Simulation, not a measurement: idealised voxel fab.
Process module, titled voxel self aligned contacts
Square cell edge 5 nm, section width 290 nm, ID cut.
Bands, listed from the top down, are how a cross-section gets written in this document; the cross-section itself is a grid of square cells, and a band is one or more rows of them.
Basically the band line says how high the top is and how high the bottom is, in nm, and then what's in it from left to right, every material with its width in nm. Empty space shows up as "empty", and if a single material carries "everywhere" it runs the full band edge to edge.
The level at which height equals 0 is the one under which the wafer, as it arrives, is entirely one material. No lower edge exists for the bottom band, which continues downward and is notated as in "0..down".
Width: "30 to 40" (first number = top row, second number = bottom row, same change from row to row of cells).
The cross-section has no changed cell in any step marked "left unchanged".
You'll see "Tabulated closed voids" listing empty spaces that have no way open to the top, as long as they're 8 cells or more; the notation is width x height at distance, where the distance is from the left edge, and all of it is in nm.
Heads up: the bit after the settings on a step's line is the simulator's remark on that step.
overlay nm, on a step with a mask: how far to the right of its planned place the mask lay; to the left if negative
[The following list gives the planned process steps]
1 op RECEIVE | material Si
2 op CONFORMAL_DEP | material SiO2 | thk nm 5
3 op DIRECTIONAL_DEP | material polySi | thk nm 30
4 op DIRECTIONAL_DEP | material SiN | thk nm 20
5 op MASKED_ETCH | tone cover | mask id GATE | width nm 25 | pitch nm 60 | etch materials SiN | depth nm 20 | overlay nm 0
6 op MASKED_ETCH | tone cover | mask id GATE | width nm 25 | pitch nm 60 | etch materials polySi | depth nm 30 | overlay nm 0
7 op CONFORMAL_DEP | material SiN | thk nm 10
8 op DIRECTIONAL_ETCH | etch materials SiN | depth nm 10
9 op FILL_DEP | material SiO2 | thk nm 10
10 op CMP | height nm 60
11 op DIRECTIONAL_DEP | material aC | thk nm 15
12 op PATTERN | tone open | mask id CONTACT | material resist | width nm 45 | thk nm 35 | overlay nm 0
13 op DIRECTIONAL_ETCH | etch materials aC | depth nm 15
14 op STRIP | etch materials resist
15 op DIRECTIONAL_ETCH | etch materials SiO2 | depth nm 60
16 op STRIP | etch materials aC
17 op CONFORMAL_DEP | material TiN | thk nm 5
18 op FILL_DEP | material W | thk nm 5
19 op CMP | height nm 60
20 op CONFORMAL_DEP | material SiN | thk nm 5
[Cross-section of the wafer at receipt, which is the condition after step 1]
* 0..down | Si everywhere
* Tabulated closed voids: none
[Look at the cross-section after the module: the wafer started out the way shown above and the plan was the one shown above, yet one mistake was made along the way]
* 65..60 | SiN everywhere
* 60..55 | 120 SiO2, then 20 TiN, then 5 W, then 20 TiN, then 125 SiO2
* 55..35 | 90 SiO2, then 45 SiN, then 5 TiN, then 5 W, then 5 TiN, then 45 SiN, then 95 SiO2
* 35..20 | 90 SiO2, then 10 SiN, then 25 polySi, then 10 SiN, then 5 TiN, then 5 W, then 5 TiN, then 10 SiN, then 25 polySi, then 10 SiN, then 95 SiO2
* 20..15 | 90 SiO2, then 10 SiN, then 25 polySi, then 10 SiN, then 15 TiN, then 10 SiN, then 25 polySi, then 10 SiN, then 95 SiO2
* 15..5 | 100 SiN, then 25 polySi, then 35 SiN, then 25 polySi, then 105 SiN
* 5..0 | SiO2 everywhere
* 0..down | Si everywhere
* Tabulated closed voids: none
Short version of what went wrong: the intended sequence of steps 7 and 8 was reversed during processing, with each occupying the position of the other
